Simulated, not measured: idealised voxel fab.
The following is a process module called voxel self aligned vias.
The figure presents cross-section cut, which has a width of 270 nm and is divided into square cells with an edge length of 5 nm.
For the purposes of this document, a cross-section shall be understood as a grid of square cells, specified as bands listed in top-to-bottom order, each band consisting of one or more rows of cells. First you get the band's top height and its bottom height, in nm, and then the materials it's made of, left to right, with each width in nm. If you see a single material with "all across", that one covers the band edge to edge. "empty" is empty space. It should be noted that heights are counted from 0, beneath which the wafer as supplied is of one material throughout, and that the lowest band possesses no lower boundary but continues downward, as written in "z 0 and below". It should be noted that a width expressed as "30 to 40" varies in equal increments from row to row of cells within the band, taking the value of the first number at the top row and that of the second number at the bottom row. When a step is marked "left unchanged", none of the cells in the cross-section changed during that step. "Completely enclosed voids" specifies each empty space that is not open to the top and that occupies no fewer than 8 cells, using the form width x height at distance, the distance measured from the left edge and all three quantities in nm. Heads up: the bit after the settings on a step's line is the simulator's remark on that step. When a step includes a mask, the "overlay nm" setting on its line states how far to the right of its planned place that mask lay, and negative values state how far to the left.
**Listed below are the process steps as planned**
1 RECEIVE with material Si
2 CONFORMAL_DEP with material SiO2, thk nm 15
3 CONFORMAL_DEP with material SiCN, thk nm 5
4 DIRECTIONAL_DEP with material SiO2, thk nm 30
5 PATTERN with tone open, mask id LINES, material resist, width nm 25, pitch nm 50, thk nm 15, overlay nm 0
6 DIRECTIONAL_ETCH with etch materials SiO2, depth nm 30
7 STRIP with etch materials resist
8 CONFORMAL_DEP with material TiN, thk nm 5
9 FILL_DEP with material Ru, thk nm 10
10 CMP with height nm 50
11 SELECTIVE_ETCH with etch materials W Ru TiN, depth nm 5
12 FILL_DEP with material SiN, thk nm 5
13 CMP with height nm 50
14 DIRECTIONAL_DEP with material SiO2, thk nm 20
15 MASKED_ETCH with tone open, mask id VIAS, width nm 35, pitch nm 100, etch materials SiO2, depth nm 20, overlay nm 0
16 MASKED_ETCH with tone open, mask id VIAS, width nm 35, pitch nm 100, etch materials SiN, depth nm 5, overlay nm 0
17 CONFORMAL_DEP with material TiN, thk nm 5
18 FILL_DEP with material Cu, thk nm 5
19 CMP with height nm 70
20 CONFORMAL_DEP with material SiN, thk nm 5
**The cross-section here shows the wafer as received, i.e. in its state after step 1**
* z 0 and below = Si all across
* Completely enclosed voids: none
**First of two wafers at the end of the module, shown in cross-section; run carried out as planned**
* z 75 to 70 = SiN all across
* z 70 to 55 = 65 nm SiO2, then 5 nm TiN, then 25 nm Cu, then 5 nm TiN, then 65 nm SiO2, then 5 nm TiN, then 25 nm Cu, then 5 nm TiN, then 70 nm SiO2
* z 55 to 50 = 65 nm SiO2, then 10 nm TiN, then 15 nm Cu, then 10 nm TiN, then 65 nm SiO2, then 10 nm TiN, then 15 nm Cu, then 10 nm TiN, then 70 nm SiO2
* z 50 to 45 = 70 nm SiO2, then 25 nm TiN, then 25 nm SiO2, then 25 nm SiN, then 25 nm SiO2, then 25 nm TiN, then 75 nm SiO2
* z 45 to 25 = 70 nm SiO2, then 5 nm TiN, then 15 nm Ru, then 5 nm TiN, then 25 nm SiO2, then 5 nm TiN, then 15 nm Ru, then 5 nm TiN, then 25 nm SiO2, then 5 nm TiN, then 15 nm Ru, then 5 nm TiN, then 75 nm SiO2
* z 25 to 20 = 70 nm SiO2, then 25 nm TiN, then 25 nm SiO2, then 25 nm TiN, then 25 nm SiO2, then 25 nm TiN, then 75 nm SiO2
* z 20 to 15 = SiCN all across
* z 15 to 0 = SiO2 all across
* z 0 and below = Si all across
* Completely enclosed voids: none
**Wafer two (of two), end-of-module cross-section: start = wafer one, plan = wafer one, one run mistake**
* z 75 to 70 = SiN all across
* z 70 to 55 = 65 nm SiO2, then 5 nm TiN, then 25 nm Cu, then 5 nm TiN, then 65 nm SiO2, then 5 nm TiN, then 25 nm Cu, then 5 nm TiN, then 70 nm SiO2
* z 55 to 50 = 65 nm SiO2, then 10 nm TiN, then 15 nm Cu, then 10 nm TiN, then 65 nm SiO2, then 10 nm TiN, then 15 nm Cu, then 10 nm TiN, then 70 nm SiO2
* z 50 to 45 = 70 nm SiO2, then 25 nm TiN, then 25 nm SiO2, then 25 nm SiN, then 25 nm SiO2, then 25 nm TiN, then 75 nm SiO2
* z 45 to 25 = 70 nm SiO2, then 5 nm TiN, then 15 nm Ru, then 5 nm TiN, then 25 nm SiO2, then 5 nm TiN, then 15 nm Ru, then 5 nm TiN, then 25 nm SiO2, then 5 nm TiN, then 15 nm Ru, then 5 nm TiN, then 75 nm SiO2
* z 25 to 20 = 70 nm SiO2, then 25 nm TiN, then 25 nm SiO2, then 25 nm TiN, then 25 nm SiO2, then 25 nm TiN, then 75 nm SiO2
* z 20 to 5 = SiO2 all across
* z 5 to 0 = SiCN all across
* z 0 and below = Si all across
* Completely enclosed voids: none
In executing the process, a mistake was made relative to the plan: plan steps 2 and 3 run swapped
Heads up: at the end the two wafers have identical cell counts per material, they're just laid out differently.
